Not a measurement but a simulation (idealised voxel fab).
The following process module bears the name voxel spacer lines.
Cross-section cut: width 275 nm, square cells of 5 nm.
Each cross-section below is a grid of square cells, stated as bands in top-down order, with one or more rows of cells making up each band.
Band: top and bottom heights (nm) first, top before bottom; then materials from left to right, widths in nm. "everywhere" marks a sole material filling the band edge to edge. "empty" denotes empty space.
For the purposes of this specification, 0 denotes the height below which the wafer in its as-received condition is composed wholly of one material, and the lowermost band, lacking a lower limit, extends downward without end, as expressed in "0..down".
Per-row width for "30..40": begins at first number (top row of band), ends at second number (bottom row), increment between rows held constant.
Key: "no modifications" - step with no changed cell in the cross-section.
You'll see "Closed cavity list" listing empty spaces that have no way open to the top, as long as they're 8 cells or more; the notation is width x height at distance, where the distance is from the left edge, and all of it is in nm.
Step line, after settings: the simulator's comment on this step.
If you see "overlay nm" on a step's line and that step has a mask, it's telling you how far right of where it was planned the mask ended up; a negative number means it went left instead.
Steps in the process plan
1 RECEIVE | material Si
2 CONFORMAL_DEP | material Al2O3 | thk nm 5
3 DIRECTIONAL_DEP | material polySi | thk nm 15
4 DIRECTIONAL_DEP | material aC | thk nm 20
5 PATTERN | tone cover | mask id MANDREL | material resist | width nm 15 | pitch nm 50 | thk nm 25 | overlay nm 0
6 DIRECTIONAL_ETCH | etch materials aC | depth nm 20
7 STRIP | etch materials resist
8 CONFORMAL_DEP | material SiO2 | thk nm 10
9 DIRECTIONAL_ETCH | etch materials SiO2 | depth nm 10
10 STRIP | etch materials aC
11 DIRECTIONAL_ETCH | etch materials polySi | depth nm 15
12 STRIP | etch materials SiO2
First of two wafers - as planned
Shown in cross-section is the wafer as received, that is, as it stands after step 1
* 0..down: Si everywhere
* Closed cavity list: none
Step 2 done - wafer cross-section
* 5..0: Al2O3 everywhere
* Under 0: no change, same as before.
Step 3 done - wafer cross-section
* 20..5: polySi everywhere
* Under 5: no change, same as before.
Step 4 done - wafer cross-section
* 40..20: aC everywhere
* Under 20: no change, same as before.
Step 5 done - wafer cross-section
* 65..40: 105 of empty; 15 of resist; 35 of empty; 15 of resist; 105 of empty
* Under 40: no change, same as before.
Step 6 done - wafer cross-section
* 45..40: 105 of empty; 15 of resist; 35 of empty; 15 of resist; 105 of empty
* 40..20: 105 of empty; 15 of aC; 35 of empty; 15 of aC; 105 of empty
* Under 20: no change, same as before.
Step 7 done - wafer cross-section
* 40..20: 105 of empty; 15 of aC; 35 of empty; 15 of aC; 105 of empty
* Under 20: no change, same as before.
Step 8 done - wafer cross-section
* 50..40: 95 of empty; 35 of SiO2; 15 of empty; 35 of SiO2; 95 of empty
* 40..30: 95 of empty; 10 of SiO2; 15 of aC; 10 of SiO2; 15 of empty; 10 of SiO2; 15 of aC; 10 of SiO2; 95 of empty
* 30..20: 105 of SiO2; 15 of aC; 35 of SiO2; 15 of aC; 105 of SiO2
* Under 20: no change, same as before.
Step 9 done - wafer cross-section
* 40..20: 95 of empty; 10 of SiO2; 15 of aC; 10 of SiO2; 15 of empty; 10 of SiO2; 15 of aC; 10 of SiO2; 95 of empty
* Under 20: no change, same as before.
Step 10 done - wafer cross-section
* 40..20: 95 of empty; 10 of SiO2; 15 of empty; 10 of SiO2; 15 of empty; 10 of SiO2; 15 of empty; 10 of SiO2; 95 of empty
* Under 20: no change, same as before.
Step 11 done - wafer cross-section
* 40..20: 95 of empty; 10 of SiO2; 15 of empty; 10 of SiO2; 15 of empty; 10 of SiO2; 15 of empty; 10 of SiO2; 95 of empty
* 20..5: 95 of empty; 10 of polySi; 15 of empty; 10 of polySi; 15 of empty; 10 of polySi; 15 of empty; 10 of polySi; 95 of empty
* Under 5: no change, same as before.
Step 12 done - wafer cross-section
* 20..5: 95 of empty; 10 of polySi; 15 of empty; 10 of polySi; 15 of empty; 10 of polySi; 15 of empty; 10 of polySi; 95 of empty
* Under 5: no change, same as before.
Second of two: same start, same plan, one run error; steps up to and including 1 match the first
Planned end of step 2: second wafer, cross-section: no modifications
Planned end of step 3: second wafer, cross-section
* 15..0: polySi everywhere
* Under 0: no change, same as before.
Planned end of step 4: second wafer, cross-section
* 35..15: aC everywhere
* Under 15: no change, same as before.
Planned end of step 5: second wafer, cross-section
* 60..35: 105 of empty; 15 of resist; 35 of empty; 15 of resist; 105 of empty
* Under 35: no change, same as before.
Planned end of step 6: second wafer, cross-section
* 40..35: 105 of empty; 15 of resist; 35 of empty; 15 of resist; 105 of empty
* 35..15: 105 of empty; 15 of aC; 35 of empty; 15 of aC; 105 of empty
* Under 15: no change, same as before.
Planned end of step 7: second wafer, cross-section
* 35..15: 105 of empty; 15 of aC; 35 of empty; 15 of aC; 105 of empty
* Under 15: no change, same as before.
Planned end of step 8: second wafer, cross-section
* 45..35: 95 of empty; 35 of SiO2; 15 of empty; 35 of SiO2; 95 of empty
* 35..25: 95 of empty; 10 of SiO2; 15 of aC; 10 of SiO2; 15 of empty; 10 of SiO2; 15 of aC; 10 of SiO2; 95 of empty
* 25..15: 105 of SiO2; 15 of aC; 35 of SiO2; 15 of aC; 105 of SiO2
* Under 15: no change, same as before.
Planned end of step 9: second wafer, cross-section
* 35..15: 95 of empty; 10 of SiO2; 15 of aC; 10 of SiO2; 15 of empty; 10 of SiO2; 15 of aC; 10 of SiO2; 95 of empty
* Under 15: no change, same as before.
Planned end of step 10: second wafer, cross-section
* 35..15: 95 of empty; 10 of SiO2; 15 of empty; 10 of SiO2; 15 of empty; 10 of SiO2; 15 of empty; 10 of SiO2; 95 of empty
* Under 15: no change, same as before.
Planned end of step 11: second wafer, cross-section
* 35..15: 95 of empty; 10 of SiO2; 15 of empty; 10 of SiO2; 15 of empty; 10 of SiO2; 15 of empty; 10 of SiO2; 95 of empty
* 15..0: 95 of empty; 10 of polySi; 15 of empty; 10 of polySi; 15 of empty; 10 of polySi; 15 of empty; 10 of polySi; 95 of empty
* Under 0: no change, same as before.
Planned end of step 12: second wafer, cross-section
* 15..0: 95 of empty; 10 of polySi; 15 of empty; 10 of polySi; 15 of empty; 10 of polySi; 15 of empty; 10 of polySi; 95 of empty
* Under 0: no change, same as before.
what went wrong: step 2 was left out
Per the end-of-run cell counts, the second wafer holds more or fewer of some materials than the first: 55 fewer of Al2O3
